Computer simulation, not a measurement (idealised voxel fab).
process module | voxel quadruple lines
cross-section cut | 245 nm wide | cells 5 nm
A cross-section is a grid of square cells, given in bands from the top down. A band is one or more rows of cells.
Each band's line starts with the height of the band's top and of its bottom, in nm. Then come its materials from left to right, each with its width in nm. One material with "throughout" fills the band from edge to edge. "air" is empty space.
Height 0 is the level under which the wafer as received is all one material. The lowest band goes on downwards, as in "0 down".
A width such as "30 to 40" changes by the same amount from each row of cells to the next, from the band's top row to its bottom row.
"no change" after a step means that no cell of the cross-section changed.
closed voids: empty space of 8 cells or more with no open way to the top, each as width x height at its distance from the left edge, in nm
after a step's settings: what the simulator itself notes on the step
overlay nm, on a step with a mask: how far to the right of its planned place the mask lay; to the left if negative
plan
1 op RECEIVE | material Si
2 op CONFORMAL_DEP | material Al2O3 | thk nm 5
3 op DIRECTIONAL_DEP | material W | thk nm 10
4 op DIRECTIONAL_DEP | material polySi | thk nm 20
5 op DIRECTIONAL_DEP | material aC | thk nm 20
6 op PATTERN | tone cover | mask id MANDREL | material resist | width nm 35 | pitch nm 100 | thk nm 25 | overlay nm 0
7 op DIRECTIONAL_ETCH | etch materials aC | depth nm 20
8 op STRIP | etch materials resist
9 op CONFORMAL_DEP | material SiO2 | thk nm 15
10 op DIRECTIONAL_ETCH | etch materials SiO2 | depth nm 15
11 op STRIP | etch materials aC
12 op DIRECTIONAL_ETCH | etch materials polySi | depth nm 20
13 op STRIP | etch materials SiO2
14 op CONFORMAL_DEP | material SiN | thk nm 5
15 op DIRECTIONAL_ETCH | etch materials SiN | depth nm 10
16 op STRIP | etch materials polySi
17 op DIRECTIONAL_ETCH | etch materials W | depth nm 10
18 op STRIP | etch materials SiN
varied across the wafers: thk nm of step 14. The plan shows the first wafer's value. All wafers start alike
first wafer as received, after step 1
  0 down: Si throughout
  closed voids: none
each wafer at the end: cells of each material gained (+) or lost (-) since it was received, then its closed voids
thk nm 5 | +49 Al2O3 | +16 W | closed voids: none
thk nm 10 | +49 Al2O3 | +32 W | closed voids: none
thk nm 15 | +49 Al2O3 | +98 W | +48 polySi | closed voids: none
thk nm 20 | +49 Al2O3 | +98 W | +48 polySi | closed voids: none
thk nm 25 | +49 Al2O3 | +98 W | +48 polySi | closed voids: none
